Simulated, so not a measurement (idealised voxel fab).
A process module follows: voxel released beams.
For reference, the cross-section in this document is cut, with width 175 nm and square cells of 5 nm.
Think of the cross-section as a grid of square cells. We describe it in bands, top to bottom, and each band covers one or more rows of those cells.
The entry gives the band's vertical extent as a top height and a bottom height in nm, then its horizontal make-up as materials from left to right, each with a width in nm. "air" stands for empty space; a single material marked "all across" fills the band edge to edge.
Heights are reckoned from 0. Under this level, the received wafer is all of one material. The bottommost band is open-ended downward, for example "0 and below".
Width "30->40": first value at the band's top row of cells, second value at its bottom row, equal change from row to row.
Where a step carries "remains unaltered", the cross-section came out of it unchanged, cell for cell.
Basically, "Trapped void list" tells you about the enclosed voids: empty spaces with no open way to the top, 8 cells or bigger, each written width x height at distance, where distance is from the left edge, all in nm.
On each step's line, the part that comes after the settings is the simulator's own comment on the step.
Among the settings permitted on a step's line is "overlay nm"; applied to a step with a mask, it specifies the extent to which the mask lay to the right of its planned position, whereas a negative figure signifies a position to the left.

So here's the lineup of process steps we planned
1. RECEIVE,material Si
2. CONFORMAL_DEP,material SiN,thk nm 5
3. DIRECTIONAL_DEP,material SiO2,thk nm 15
4. PATTERN,tone open,mask id ANCHOR,material resist,width nm 35,thk nm 15,overlay nm 0
5. DIRECTIONAL_ETCH,etch materials SiO2,depth nm 5
6. STRIP,etch materials resist
7. CONFORMAL_DEP,material W,thk nm 15
8. DIRECTIONAL_DEP,material aC,thk nm 10
9. PATTERN,tone cover,mask id BEAM,material resist,width nm 120,thk nm 25,overlay nm 0
10. DIRECTIONAL_ETCH,etch materials aC,depth nm 10
11. STRIP,etch materials resist
12. DIRECTIONAL_ETCH,etch materials W,depth nm 15
13. STRIP,etch materials aC
14. STRIP,etch materials SiO2
For clarity, it should be stated that the wafers under discussion commence in an identical condition and differ with respect to the depth nm of step 5, the plan indicating the value that the first wafer had.

The as-received cross-section of the first of several wafers corresponds to the state after step 1
* 0 and below = Si all across
* Trapped void list: none

What follows is a table in which each wafer occupies a row; for the wafer as it stands at the close of the module, the row states, material by material, how many cells have been gained (+) or lost (-) since receipt, and then gives its closed voids
depth nm 5 | +35 SiN | Trapped void list: none
depth nm 10 | +35 SiN | Trapped void list: none
depth nm 15 | +35 SiN | +90 W | Trapped void list: none
depth nm 20 | +35 SiN | +90 W | Trapped void list: none
depth nm 25 | +35 SiN | +90 W | Trapped void list: none
depth nm 30 | +35 SiN | +90 W | Trapped void list: none
